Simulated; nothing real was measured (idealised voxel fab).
process module | voxel quadruple lines
Pictured: cross-section cut, 185 nm wide, on a grid of 5 nm square cells.
A cross-section in this document is a grid of square cells, and it is written down as bands, the top band listed before the ones below it; a band is made up of one or more rows of cells. For a band, the entry starts with two heights in nm, that of the top and then that of the bottom, and carries on with the band's materials in order from left to right, each alongside its width in nm; the word "throughout" beside a single material means it fills the band edge to edge, and "empty" means empty space. Heights are reckoned from 0. Under this level, the received wafer is all of one material. The bottommost band is open-ended downward, for example "z 0 and below". A width given as "30 to 40" starts at the first number in the band's top row and ends at the second number in its bottom row, shifting by an equal amount at every step from row to row. The cross-section has no changed cell in any step marked "remained the same". So "Closed void inventory" is basically the list of trapped voids: any empty space of 8 cells or more that can't reach the top through an opening. They're written width x height at distance, the distance being from the left edge, and it's all nm. Note: text after step settings on the step line = simulator remark on that step. The setting "overlay nm" may be written on the line of a step. When the step uses a mask, the value reports how far to the right of the planned place the mask lay, and a negative value reports that it lay to the left.
-- These are the steps we planned for the process
1: RECEIVE | material Si
2: CONFORMAL_DEP | material SiO2 | thk nm 5
3: DIRECTIONAL_DEP | material W | thk nm 10
4: DIRECTIONAL_DEP | material polySi | thk nm 20
5: DIRECTIONAL_DEP | material aC | thk nm 25
6: PATTERN | tone cover | mask id MANDREL | material resist | width nm 35 | thk nm 35 | overlay nm -15
7: DIRECTIONAL_ETCH | etch materials aC | depth nm 25
8: STRIP | etch materials resist
9: CONFORMAL_DEP | material SiO2 | thk nm 15
10: DIRECTIONAL_ETCH | etch materials SiO2 | depth nm 15
11: STRIP | etch materials aC
12: DIRECTIONAL_ETCH | etch materials polySi | depth nm 20
13: STRIP | etch materials SiO2
14: CONFORMAL_DEP | material SiN | thk nm 10
15: DIRECTIONAL_ETCH | etch materials SiN | depth nm 10
16: STRIP | etch materials polySi
17: DIRECTIONAL_ETCH | etch materials W | depth nm 10
18: STRIP | etch materials SiN
19: FILL_DEP | material SiO2 | thk nm 5
20: CMP | height nm 15
Split variable: overlay nm, step 6. Plan value = first wafer. Wafers start alike.
-- As-received cross-section, first of several wafers, post step 1
  z 0 and below: Si throughout
  Closed void inventory: none
-- Wafer cross-section (first of several) - module end, post step 20 (last step)
  z 15 to 5: SiO2 35 nm  W 10 nm  SiO2 15 nm  W 10 nm  SiO2 15 nm  W 10 nm  SiO2 15 nm  W 10 nm  SiO2 65 nm
  z 5 to 0: SiO2 throughout
  z 0 and below: Si throughout
  Closed void inventory: none
-- So this is the cross-section on the last wafer at the end of the module
  z 15 to 5: SiO2 65 nm  W 10 nm  SiO2 15 nm  W 10 nm  SiO2 15 nm  W 10 nm  SiO2 15 nm  W 10 nm  SiO2 35 nm
  z 5 to 0: SiO2 throughout
  z 0 and below: Si throughout
  Closed void inventory: none
-- Per wafer, end of module: cells gained (+) or lost (-) per material since receipt, then closed voids
overlay nm -15, +95 SiO2, +16 W, Closed void inventory: none
overlay nm -10, +95 SiO2, +16 W, Closed void inventory: none
overlay nm -5, +95 SiO2, +16 W, Closed void inventory: none
overlay nm 0, +95 SiO2, +16 W, Closed void inventory: none
overlay nm 5, +95 SiO2, +16 W, Closed void inventory: none
overlay nm 10, +95 SiO2, +16 W, Closed void inventory: none
overlay nm 15, +95 SiO2, +16 W, Closed void inventory: none
